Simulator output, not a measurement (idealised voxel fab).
process module | voxel spacer lines
It is cross-section cut that appears here, measuring 155 nm in width, its square cells being 5 nm in size.
Cross-section spec: square-cell grid; bands listed top down; each band is one or more rows. Top, bottom (nm), then materials left to right with widths (nm); lone material tagged "throughout" fills the whole band edge to edge; "air" = empty space. Heights are reckoned from 0. Under this level, the received wafer is all of one material. The bottommost band is open-ended downward, for example "0 and below". Width: "30->40" (first number = top row, second number = bottom row, same change from row to row of cells). "remained the same" for a step: no cell of the cross-section changed in that step. Empty spaces counting at least 8 cells and having no open way to the top are listed in "Sealed voids". The notation width x height at distance is used for each, the distance being from the left edge and all three values in nm. Read whatever lies past the settings on a step's line as the simulator's own remark about the step. On any step carrying a mask, the "overlay nm" setting, if present on the step's line, tells how far right of its planned place the mask lay; negative values point to the left.
-- Steps planned for the process
| 1 | RECEIVE, material Si |
| 2 | CONFORMAL_DEP, material SiO2, thk nm 10 |
| 3 | DIRECTIONAL_DEP, material polySi, thk nm 10 |
| 4 | DIRECTIONAL_DEP, material aC, thk nm 30 |
| 5 | PATTERN, tone cover, mask id MANDREL, material resist, width nm 20, pitch nm 60, thk nm 35, overlay nm 0 |
| 6 | DIRECTIONAL_ETCH, etch materials aC, depth nm 30 |
| 7 | STRIP, etch materials resist |
| 8 | CONFORMAL_DEP, material SiN, thk nm 10 |
| 9 | DIRECTIONAL_ETCH, etch materials SiN, depth nm 10 |
| 10 | STRIP, etch materials aC |
| 11 | DIRECTIONAL_ETCH, etch materials polySi, depth nm 10 |
| 12 | STRIP, etch materials SiN |
-- What follows covers the first of two wafers; it ran as planned
-- Delivered wafer in cross-section: state after step 1
0 and below | Si throughout
Sealed voids: none
-- The following cross-section depicts the wafer upon completion of step 2
10 down to 0 | SiO2 throughout
Below 0, no change.
-- The following cross-section depicts the wafer upon completion of step 3
20 down to 10 | polySi throughout
Below 10, no change.
-- The following cross-section depicts the wafer upon completion of step 4
50 down to 20 | aC throughout
Below 20, no change.
-- The following cross-section depicts the wafer upon completion of step 5
85 down to 50 | 35 air; 20 resist; 40 air; 20 resist; 40 air
Below 50, no change.
-- The following cross-section depicts the wafer upon completion of step 6
55 down to 50 | 35 air; 20 resist; 40 air; 20 resist; 40 air
50 down to 20 | 35 air; 20 aC; 40 air; 20 aC; 40 air
Below 20, no change.
-- The following cross-section depicts the wafer upon completion of step 7
50 down to 20 | 35 air; 20 aC; 40 air; 20 aC; 40 air
Below 20, no change.
-- The following cross-section depicts the wafer upon completion of step 8
60 down to 50 | 25 air; 40 SiN; 20 air; 40 SiN; 30 air
50 down to 30 | 25 air; 10 SiN; 20 aC; 10 SiN; 20 air; 10 SiN; 20 aC; 10 SiN; 30 air
30 down to 20 | 35 SiN; 20 aC; 40 SiN; 20 aC; 40 SiN
Below 20, no change.
-- The following cross-section depicts the wafer upon completion of step 9
50 down to 20 | 25 air; 10 SiN; 20 aC; 10 SiN; 20 air; 10 SiN; 20 aC; 10 SiN; 30 air
Below 20, no change.
-- The following cross-section depicts the wafer upon completion of step 10
50 down to 20 | 25 air; 10 SiN; 20 air; 10 SiN; 20 air; 10 SiN; 20 air; 10 SiN; 30 air
Below 20, no change.
-- The following cross-section depicts the wafer upon completion of step 11
50 down to 20 | 25 air; 10 SiN; 20 air; 10 SiN; 20 air; 10 SiN; 20 air; 10 SiN; 30 air
20 down to 10 | 25 air; 10 polySi; 20 air; 10 polySi; 20 air; 10 polySi; 20 air; 10 polySi; 30 air
Below 10, no change.
-- The following cross-section depicts the wafer upon completion of step 12
20 down to 10 | 25 air; 10 polySi; 20 air; 10 polySi; 20 air; 10 polySi; 20 air; 10 polySi; 30 air
Below 10, no change.
-- Now the other wafer: same start, same recipe, but we messed up one thing when running it. Up to and including step 6 it's the same as the first one
-- Cross-sectional representation of the second wafer at the time designated in the plan for the completion of step 7
50 down to 20 | 35 air; 20 aC; 40 air; 20 aC; 40 air
Below 20, no change.
-- Cross-sectional representation of the second wafer at the time designated in the plan for the completion of step 8
60 down to 50 | 25 air; 40 SiN; 20 air; 40 SiN; 30 air
50 down to 30 | 25 air; 10 SiN; 20 aC; 10 SiN; 20 air; 10 SiN; 20 aC; 10 SiN; 30 air
30 down to 20 | 35 SiN; 20 aC; 40 SiN; 20 aC; 40 SiN
Below 20, no change.
-- Cross-sectional representation of the second wafer at the time designated in the plan for the completion of step 9
50 down to 20 | 25 air; 10 SiN; 20 aC; 10 SiN; 20 air; 10 SiN; 20 aC; 10 SiN; 30 air
Below 20, no change.
-- Cross-sectional representation of the second wafer at the time designated in the plan for the completion of step 10
50 down to 20 | 25 air; 10 SiN; 20 air; 10 SiN; 20 air; 10 SiN; 20 air; 10 SiN; 30 air
Below 20, no change.
-- Cross-sectional representation of the second wafer at the time designated in the plan for the completion of step 11
50 down to 20 | 25 air; 10 SiN; 20 air; 10 SiN; 20 air; 10 SiN; 20 air; 10 SiN; 30 air
20 down to 10 | 25 air; 10 polySi; 20 air; 10 polySi; 20 air; 10 polySi; 20 air; 10 polySi; 30 air
Below 10, no change.
-- Cross-sectional representation of the second wafer at the time designated in the plan for the completion of step 12
20 down to 10 | 25 air; 10 polySi; 20 air; 10 polySi; 20 air; 10 polySi; 20 air; 10 polySi; 30 air
Below 10, no change.
What broke from the plan during processing? regarding the plan, step 7 was run twice
At process end the two wafers are indistinguishable in cross-section, so the error does not change what this model computes.
